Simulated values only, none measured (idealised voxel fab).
Process module under the name voxel fin reveal
Shown is cross-section cut, with a width of 220 nm and square cells of size 5 nm.
Cross-sections here: square-cell grids, written as top-down lists of bands, a band being one or more rows of cells.
Within each band entry, the heights of the top and of the bottom of the band appear first, in that order and in nm; the materials of the band then follow from left to right, each with its corresponding width in nm. The designation "everywhere" on a single material indicates that it fills the band from edge to edge; the designation "air" indicates empty space.
Ref level 0: as-received wafer is one material below here. Bottom band extends down with no lower bound ("0 nm and below").
Width: "30->40" (first number = top row, second number = bottom row, same change from row to row of cells).
Key: "stayed the same" - step with no changed cell in the cross-section.
Basically, "Encapsulated voids" tells you about the enclosed voids: empty spaces with no open way to the top, 8 cells or bigger, each written width x height at distance, where distance is from the left edge, all in nm.
Anything after a step's settings on that line? It's the simulator's own note about the step.
"overlay nm" on a masked step: distance the mask lay right of its planned place, negative for left.
# Here's what the planned process steps look like
1,RECEIVE: material Si
2,CONFORMAL_DEP: material SiN, thk nm 10
3,MASKED_ETCH: tone cover, mask id FINS, width nm 15, pitch nm 40, etch materials SiN, depth nm 10, overlay nm 0
4,MASKED_ETCH: tone cover, mask id FINS, width nm 15, pitch nm 40, etch materials Si, depth nm 40, overlay nm 0
5,OXIDIZE: depth nm 5
6,FILL_DEP: material SiO2, thk nm 5
7,CMP: height nm 10
8,SELECTIVE_ETCH: etch materials SiO2, depth nm 40
9,STRIP: etch materials SiN
# Incoming wafer in cross-section (state: after step 1)
    0 nm and below = Si everywhere
    Encapsulated voids: none
# Final cross-section, module run with one mistake (start and plan as above)
    0 nm to -30 nm = 45 nm air / 5 nm Si / 35 nm air / 5 nm Si / 35 nm air / 5 nm Si / 35 nm air / 5 nm Si / 50 nm air
    -30 nm to -40 nm = 45 nm air / 5 nm Si / 35 nm air / 5 nm Si / 35 nm air / 5 nm Si / 35 nm air / 5 nm Si / 45 nm air / 5 nm SiO2
    -40 nm to -45 nm = 45 nm SiO2 / 5 nm Si / 35 nm SiO2 / 5 nm Si / 35 nm SiO2 / 5 nm Si / 35 nm SiO2 / 5 nm Si / 50 nm SiO2
    -45 nm and below = Si everywhere
    Encapsulated voids: none
Want to know what went wrong? mixed up steps 8 and 9 - ran each in the other's place
